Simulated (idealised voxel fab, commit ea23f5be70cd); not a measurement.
Module name: voxel self aligned vias (process module)
For reference, the cross-section in this document is cut, with width 155 nm and square cells of 5 nm.
In what follows, cross-sections appear as grids of square cells, described through bands that run from the top down, where every band is one or more rows of cells.
Heads up on the band format: heights come first, top then bottom, in nm. After that it's the materials left to right, each with its width in nm. A single material flagged "throughout" fills the whole band edge to edge, and "blank" means there's empty space there.
Convention: height 0 is the level below which the wafer, as received, is all one material. The lowest band does not terminate at the bottom but continues downward, represented as "0 and below".
Per-row width for "30->40": begins at first number (top row of band), ends at second number (bottom row), increment between rows held constant.
Given "identical to before" for a step, no cell of the cross-section differs between before and after that step.
Voids not open to the top, 8 cells minimum: see "Closed void entries". Written width x height at distance; distance is from the left edge; nm.
Where a step's line continues beyond its settings, the continuation is a remark by the simulator itself on that step.
You can add "overlay nm" to a step's line. For a step with a mask, it describes how far the mask lay to the right of its planned position, and a negative number describes a lay to the left.
-- Here's what the planned process steps look like
1,RECEIVE (material Si)
2,CONFORMAL_DEP (material SiO2; thk nm 15)
3,CONFORMAL_DEP (material SiCN; thk nm 5)
4,DIRECTIONAL_DEP (material SiO2; thk nm 20)
5,DIRECTIONAL_DEP (material aC; thk nm 15)
6,PATTERN (tone open; mask id LINES; material resist; width nm 15; pitch nm 70; thk nm 30; overlay nm 0)
7,DIRECTIONAL_ETCH (etch materials aC; depth nm 15)
8,STRIP (etch materials resist)
9,DIRECTIONAL_ETCH (etch materials SiO2; depth nm 20)
10,STRIP (etch materials aC)
11,CONFORMAL_DEP (material TiN; thk nm 5)
12,FILL_DEP (material W; thk nm 10)
13,CMP (height nm 40)
14,SELECTIVE_ETCH (etch materials W Ru TiN; depth nm 5)
15,FILL_DEP (material SiN; thk nm 10)
16,CMP (height nm 40)
17,DIRECTIONAL_DEP (material SiO2; thk nm 20)
18,DIRECTIONAL_DEP (material aC; thk nm 10)
19,PATTERN (tone open; mask id VIAS; material resist; width nm 40; thk nm 30; overlay nm 0)
20,DIRECTIONAL_ETCH (etch materials aC; depth nm 10)
21,STRIP (etch materials resist)
22,DIRECTIONAL_ETCH (etch materials SiO2; depth nm 20)
23,DIRECTIONAL_ETCH (etch materials SiN; depth nm 5)
24,STRIP (etch materials aC)
25,CONFORMAL_DEP (material TiN; thk nm 5)
26,FILL_DEP (material Cu; thk nm 5)
27,CMP (height nm 60)
28,CONFORMAL_DEP (material SiN; thk nm 5)
What sets these wafers apart? The width nm at step 6. They all start alike, and the plan carries the first wafer's value.
-- The as-received cross-section of the first of several wafers corresponds to the state after step 1
  0 and below: Si throughout
  Closed void entries: none
-- The first of several wafers, seen in cross-section after the module's last step, step 28
  65 down to 60: SiN throughout
  60 down to 45: SiO2 20 nm; TiN 5 nm; Cu 30 nm; TiN 5 nm; SiO2 95 nm
  45 down to 40: SiO2 20 nm; TiN 20 nm; Cu 5 nm; TiN 15 nm; SiO2 95 nm
  40 down to 35: SiO2 35 nm; TiN 15 nm; SiO2 55 nm; SiN 15 nm; SiO2 35 nm
  35 down to 25: SiO2 35 nm; TiN 5 nm; W 5 nm; TiN 5 nm; SiO2 55 nm; TiN 5 nm; W 5 nm; TiN 5 nm; SiO2 35 nm
  25 down to 20: SiO2 35 nm; TiN 15 nm; SiO2 55 nm; TiN 15 nm; SiO2 35 nm
  20 down to 15: SiCN throughout
  15 down to 0: SiO2 throughout
  0 and below: Si throughout
  Closed void entries: none
-- last wafer at the end
  65 down to 60: SiN throughout
  60 down to 45: SiO2 20 nm; TiN 5 nm; Cu 30 nm; TiN 5 nm; SiO2 95 nm
  45 down to 40: SiO2 20 nm; TiN 10 nm; Cu 25 nm; TiN 5 nm; SiO2 95 nm
  40 down to 35: SiO2 25 nm; TiN 35 nm; SiO2 35 nm; SiN 35 nm; SiO2 25 nm
  35 down to 25: SiO2 25 nm; TiN 5 nm; W 25 nm; TiN 5 nm; SiO2 35 nm; TiN 5 nm; W 25 nm; TiN 5 nm; SiO2 25 nm
  25 down to 20: SiO2 25 nm; TiN 35 nm; SiO2 35 nm; TiN 35 nm; SiO2 25 nm
  20 down to 15: SiCN throughout
  15 down to 0: SiO2 throughout
  0 and below: Si throughout
  Closed void entries: none
-- Per wafer, end of module: cells gained (+) or lost (-) per material since receipt, then closed voids
width nm 15, +19 Cu, +31 SiCN, +34 SiN, +285 SiO2, +30 TiN, +4 W, Closed void entries: none
width nm 20, +20 Cu, +31 SiCN, +35 SiN, +277 SiO2, +32 TiN, +8 W, Closed void entries: none
width nm 25, +21 Cu, +31 SiCN, +36 SiN, +269 SiO2, +34 TiN, +12 W, Closed void entries: none
width nm 30, +22 Cu, +31 SiCN, +37 SiN, +261 SiO2, +36 TiN, +16 W, Closed void entries: none
width nm 35, +23 Cu, +31 SiCN, +38 SiN, +253 SiO2, +38 TiN, +20 W, Closed void entries: none
